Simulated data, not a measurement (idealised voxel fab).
You're looking at the process module voxel gate over fins.
Cross-section cut: width 190 nm, square cells of 5 nm.
In what follows, cross-sections appear as grids of square cells, described through bands that run from the top down, where every band is one or more rows of cells.
For a band, the entry starts with two heights in nm, that of the top and then that of the bottom, and carries on with the band's materials in order from left to right, each alongside its width in nm; the word "edge to edge" beside a single material means it fills the band edge to edge, and "empty" means empty space.
Heights are measured from 0, the level below which the as-received wafer is all one material; the lowest band has no bottom and continues downward, written as in "0 and below".
Width "30..40": first value at the band's top row of cells, second value at its bottom row, equal change from row to row.
Key: "all unchanged" - step with no changed cell in the cross-section.
Voids, sealed: empty space of 8 cells or more with no open way to the top, each as width x height at its distance from the left edge, in nm
Formally, on a step line, whatever follows the settings is a remark that the simulator itself makes on the step.
overlay nm: mask right of planned place by this much (step with mask). Neg. = left.

STEPS PLANNED FOR THE PROCESS
- 1: RECEIVE,material Si
- 2: CONFORMAL_DEP,material SiN,thk nm 5
- 3: DIRECTIONAL_DEP,material aC,thk nm 15
- 4: PATTERN,tone cover,mask id FINS,material resist,width nm 15,pitch nm 40,thk nm 30,overlay nm 0
- 5: DIRECTIONAL_ETCH,etch materials aC,depth nm 15
- 6: STRIP,etch materials resist
- 7: DIRECTIONAL_ETCH,etch materials SiN,depth nm 5
- 8: DIRECTIONAL_ETCH,etch materials Si,depth nm 35
- 9: STRIP,etch materials aC
- 10: FILL_DEP,material SiO2,thk nm 15
- 11: CMP,height nm -5
- 12: SELECTIVE_ETCH,etch materials SiO2,depth nm 15
- 13: STRIP,etch materials SiN
- 14: CONFORMAL_DEP,material HfO2,thk nm 5
- 15: CONFORMAL_DEP,material TiN,thk nm 5
- 16: FILL_DEP,material W,thk nm 15
- 17: CMP,height nm 20
- 18: CONFORMAL_DEP,material SiN,thk nm 10
Same starting wafers, different height nm at step 11. Plan value belongs to the first wafer.

CROSS-SECTION: THE FIRST OF SEVERAL WAFERS IN ITS AS-RECEIVED STATE, I.E. FOLLOWING STEP 1
	0 and below: Si edge to edge
	Voids, sealed: none

THE ROWS OF THE TABLE BELOW ARE WAFERS. LOOKING AT THE END OF THE MODULE, A ROW COUNTS, FOR EVERY MATERIAL, THE CELLS THE WAFER HAS GAINED, SHOWN AS (+), OR LOST, SHOWN AS (-), SINCE IT WAS RECEIVED; ITS CLOSED VOIDS COME NEXT
height nm -5, +50 HfO2, -230 Si, +76 SiN, +96 SiO2, +50 TiN, +186 W, Voids, sealed: none
height nm 0, +50 HfO2, -224 Si, +76 SiN, +128 SiO2, +50 TiN, +148 W, Voids, sealed: none
height nm 5, +46 HfO2, -224 Si, +76 SiN, +160 SiO2, +46 TiN, +124 W, Voids, sealed: none
height nm 10, +42 HfO2, -224 Si, +76 SiN, +192 SiO2, +42 TiN, +100 W, Voids, sealed: none
height nm 15, +38 HfO2, -224 Si, +76 SiN, +224 SiO2, +38 TiN, +76 W, Voids, sealed: none
height nm 20, +42 HfO2, -224 Si, +76 SiN, +256 SiO2, +40 TiN, +38 W, Voids, sealed: none
